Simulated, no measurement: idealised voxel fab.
Process module in this document: voxel double patterning
Square cell edge 5 nm, section width 195 nm, ID cut.
Cross-section = grid of square cells, listed top down in bands; band = one or more rows.
The entry gives the band's vertical extent as a top height and a bottom height in nm, then its horizontal make-up as materials from left to right, each with a width in nm. "blank" stands for empty space; a single material marked "everywhere" fills the band edge to edge.
Below 0: as-received wafer, all one material; heights counted from there. Lowest band: no bottom, goes on down, written "from 0 down".
Width spec "30 to 40" -> top row of cells at first value, bottom row at second value, equal per-row change in between.
Step marked "nothing got changed"? Then no cell in the cross-section changed in it.
So "Closed void listing" is basically the list of trapped voids: any empty space of 8 cells or more that can't reach the top through an opening. They're written width x height at distance, the distance being from the left edge, and it's all nm.
Anything after a step's settings on that line? It's the simulator's own note about the step.
"overlay nm" denotes, for a step that has a mask, the displacement of the mask to the right of its planned place, with negative values corresponding to the left.
PLAN
1 RECEIVE with material Si
2 CONFORMAL_DEP with material SiO2, thk nm 5
3 DIRECTIONAL_DEP with material polySi, thk nm 10
4 DIRECTIONAL_DEP with material SiCN, thk nm 10
5 MASKED_ETCH with tone open, mask id FIRST, width nm 15, pitch nm 50, etch materials SiCN, depth nm 10, overlay nm 0
6 PATTERN with tone open, mask id SECOND, material resist, width nm 15, thk nm 15, overlay nm 0
7 DIRECTIONAL_ETCH with etch materials SiCN, depth nm 10
8 STRIP with etch materials resist
9 DIRECTIONAL_ETCH with etch materials polySi, depth nm 10
10 STRIP with etch materials SiCN
AS-RECEIVED STATE OF THE WAFER IN CROSS-SECTION, EQUIVALENT TO POST-STEP 1
    from 0 down: Si everywhere
    Closed void listing: none
AS-PLANNED RUN: CROSS-SECTION OF THE FIRST OF TWO WAFERS AT END OF MODULE
    from 15 to 5: polySi (65), then blank (15), then polySi (10), then blank (15), then polySi (10), then blank (15), then polySi (65)
    from 5 to 0: SiO2 everywhere
    from 0 down: Si everywhere
    Closed void listing: none
SAME START, SAME PLAN AS THE FIRST WAFER - BUT ONE MISTAKE IN THE RUN. CROSS-SECTION OF THE SECOND OF THE TWO AT THE END OF THE MODULE
    from 15 to 5: polySi (65), then blank (15), then polySi (5), then blank (15), then polySi (15), then blank (15), then polySi (65)
    from 5 to 0: SiO2 everywhere
    from 0 down: Si everywhere
    Closed void listing: none
Where did the run depart from the plan? step 6 off recipe, ran as PATTERN with tone open, mask id SECOND, material resist, width nm 15, thk nm 15, overlay nm -5
At the end, the second wafer has the same number of cells of each material as the first, but those cells sit in other places.
